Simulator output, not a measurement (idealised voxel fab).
Proc. module: voxel gate over fins
For reference, the cross-section in this document is cut, with width 140 nm and square cells of 5 nm.
Cross-sections here: square-cell grids, written as top-down lists of bands, a band being one or more rows of cells.
Per band: top height and bottom height in nm, followed by the left-to-right materials and their widths in nm; "edge to edge" marks a single material spanning edge to edge, "empty" marks empty space.
Height 0 is the level under which the wafer as received is all one material. The lowest band goes on downwards, as in "z 0 and below".
Think of "30..40" as a width that walks from the first number to the second as you go down the band, top row to bottom row, taking equal-sized steps from row to row.
It should be understood that the words "remained the same", when stated for a given step, signify that the cross-section underwent no change in any of its cells during that step.
You'll see "Closed void table" listing empty spaces that have no way open to the top, as long as they're 8 cells or more; the notation is width x height at distance, where the distance is from the left edge, and all of it is in nm.
Formally, on a step line, whatever follows the settings is a remark that the simulator itself makes on the step.
The optional step-line setting "overlay nm" applies to steps with a mask and quantifies how far to the right of its planned location the mask lay, a negative value indicating leftward placement.

**Planned step list for the process**
1 RECEIVE (material Si)
2 CONFORMAL_DEP (material SiN; thk nm 5)
3 DIRECTIONAL_DEP (material aC; thk nm 15)
4 PATTERN (tone cover; mask id FINS; material resist; width nm 15; pitch nm 45; thk nm 30; overlay nm 0)
5 DIRECTIONAL_ETCH (etch materials aC; depth nm 15)
6 STRIP (etch materials resist)
7 DIRECTIONAL_ETCH (etch materials SiN; depth nm 5)
8 DIRECTIONAL_ETCH (etch materials Si; depth nm 40)
9 STRIP (etch materials aC)
10 FILL_DEP (material SiO2; thk nm 15)
11 CMP (height nm 5)
12 SELECTIVE_ETCH (etch materials SiO2; depth nm 20)
13 STRIP (etch materials SiN)
14 CONFORMAL_DEP (material HfO2; thk nm 5)
15 CONFORMAL_DEP (material TiN; thk nm 5)
16 FILL_DEP (material W; thk nm 10)
17 CMP (height nm 15)
18 CONFORMAL_DEP (material SiCN; thk nm 5)

**The cross-section here shows the wafer as received, i.e. in its state after step 1**
- z 0 and below | Si edge to edge
- Closed void table: none

**Wafer cross-section at module end: first of two, run to plan**
- z 20 to 15 | SiCN edge to edge
- z 15 to 10 | W edge to edge
- z 10 to 5 | W 30 nm, then TiN 35 nm, then W 10 nm, then TiN 35 nm, then W 30 nm
- z 5 to 0 | W 30 nm, then TiN 5 nm, then HfO2 25 nm, then TiN 5 nm, then W 10 nm, then TiN 5 nm, then HfO2 25 nm, then TiN 5 nm, then W 30 nm
- z 0 to -5 | W 30 nm, then TiN 5 nm, then HfO2 5 nm, then Si 15 nm, then HfO2 5 nm, then TiN 5 nm, then W 10 nm, then TiN 5 nm, then HfO2 5 nm, then Si 15 nm, then HfO2 5 nm, then TiN 5 nm, then W 30 nm
- z -5 to -10 | TiN 35 nm, then HfO2 5 nm, then Si 15 nm, then HfO2 5 nm, then TiN 20 nm, then HfO2 5 nm, then Si 15 nm, then HfO2 5 nm, then TiN 35 nm
- z -10 to -15 | HfO2 40 nm, then Si 15 nm, then HfO2 30 nm, then Si 15 nm, then HfO2 40 nm
- z -15 to -40 | SiO2 40 nm, then Si 15 nm, then SiO2 30 nm, then Si 15 nm, then SiO2 40 nm
- z -40 and below | Si edge to edge
- Closed void table: none

**Cross-section at end of module for the second wafer of two, which matched the first in starting point and plan and differed by one mistake in its processing**
- z 20 to 15 | SiCN edge to edge
- z 15 to 10 | W edge to edge
- z 10 to 5 | W 30 nm, then TiN 35 nm, then W 10 nm, then TiN 35 nm, then W 30 nm
- z 5 to 0 | W 30 nm, then TiN 5 nm, then HfO2 25 nm, then TiN 5 nm, then W 10 nm, then TiN 5 nm, then HfO2 25 nm, then TiN 5 nm, then W 30 nm
- z 0 to -5 | W 30 nm, then TiN 5 nm, then HfO2 5 nm, then Si 15 nm, then HfO2 5 nm, then TiN 5 nm, then W 10 nm, then TiN 5 nm, then HfO2 5 nm, then Si 15 nm, then HfO2 5 nm, then TiN 5 nm, then W 30 nm
- z -5 to -10 | TiN 35 nm, then HfO2 5 nm, then Si 15 nm, then HfO2 5 nm, then TiN 20 nm, then HfO2 5 nm, then Si 15 nm, then HfO2 5 nm, then TiN 35 nm
- z -10 to -15 | HfO2 40 nm, then Si 15 nm, then HfO2 30 nm, then Si 15 nm, then HfO2 40 nm
- z -15 to -50 | SiO2 40 nm, then Si 15 nm, then SiO2 30 nm, then Si 15 nm, then SiO2 40 nm
- z -50 and below | Si edge to edge
- Closed void table: none
Finding, execution versus plan: step 8 ran as: DIRECTIONAL_ETCH (etch materials Si; depth nm 50)
It is noted that, at the conclusion of processing, the second wafer exhibits a higher or lower cell count for certain materials relative to the first: -44 Si; +44 SiO2
